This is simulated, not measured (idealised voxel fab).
Name of the process module below: voxel spacer lines
FYI the section here is cut, 265 nm wide, cells are 5 nm squares.
A cross-section is a grid of square cells, given in bands from the top down. A band is one or more rows of cells.
Top, bottom (nm), then materials left to right with widths (nm); lone material tagged "edge to edge" fills the whole band edge to edge; "air" = empty space.
Measure heights from 0. That's the level where, below it, the as-received wafer is all one material. The lowest band is bottomless and extends downward; write it as in "0 -> down".
A two-number width, for instance "30..40", indicates that the width is equal to the first number in the top row of the band and to the second number in the bottom row, and that it changes by a constant amount per row of cells.
A step reported as "no alterations made" is a step in which no cell of the cross-section changed.
If an empty space has no open way to the top and is at least 8 cells in size, "Unvented voids" lists it, written width x height at distance, where distance is measured from the left edge and every value is in nm.
Note: text after step settings on the step line = simulator remark on that step.
Each step line may optionally specify "overlay nm", which for a step with a mask gives the rightward distance between the mask's planned place and where it lay, a negative value indicating the leftward direction.

-- Steps planned for the process
1 RECEIVE [material Si]
2 CONFORMAL_DEP [material SiO2] [thk nm 5]
3 DIRECTIONAL_DEP [material TiN] [thk nm 20]
4 DIRECTIONAL_DEP [material polySi] [thk nm 25]
5 PATTERN [tone cover] [mask id MANDREL] [material resist] [width nm 15] [pitch nm 60] [thk nm 35] [overlay nm 0]
6 DIRECTIONAL_ETCH [etch materials polySi] [depth nm 25]
7 STRIP [etch materials resist]
8 CONFORMAL_DEP [material SiN] [thk nm 15]
9 DIRECTIONAL_ETCH [etch materials SiN] [depth nm 15]
10 STRIP [etch materials polySi]
11 DIRECTIONAL_ETCH [etch materials TiN] [depth nm 20]
12 STRIP [etch materials SiN]

-- Cross-section, incoming material, after step 1
    0 -> down | Si edge to edge
    Unvented voids: none

-- Run as planned - first of the two wafers cross-sectioned at the end of the module
    25 -> 5 | 80 of air | 15 of TiN | 15 of air | 15 of TiN | 15 of air | 15 of TiN | 15 of air | 15 of TiN | 80 of air
    5 -> 0 | SiO2 edge to edge
    0 -> down | Si edge to edge
    Unvented voids: none

-- Cross-sectional view of the second of two wafers upon completion of the module. This wafer shared its starting condition and process plan with the first; one error was made during its execution
    20 -> 0 | 80 of air | 15 of TiN | 15 of air | 15 of TiN | 15 of air | 15 of TiN | 15 of air | 15 of TiN | 80 of air
    0 -> down | Si edge to edge
    Unvented voids: none
Where did the run depart from the plan? plan step 2 skipped
The closing comparison, in cells, has the second wafer with more or fewer of some materials than the first: -53 SiO2
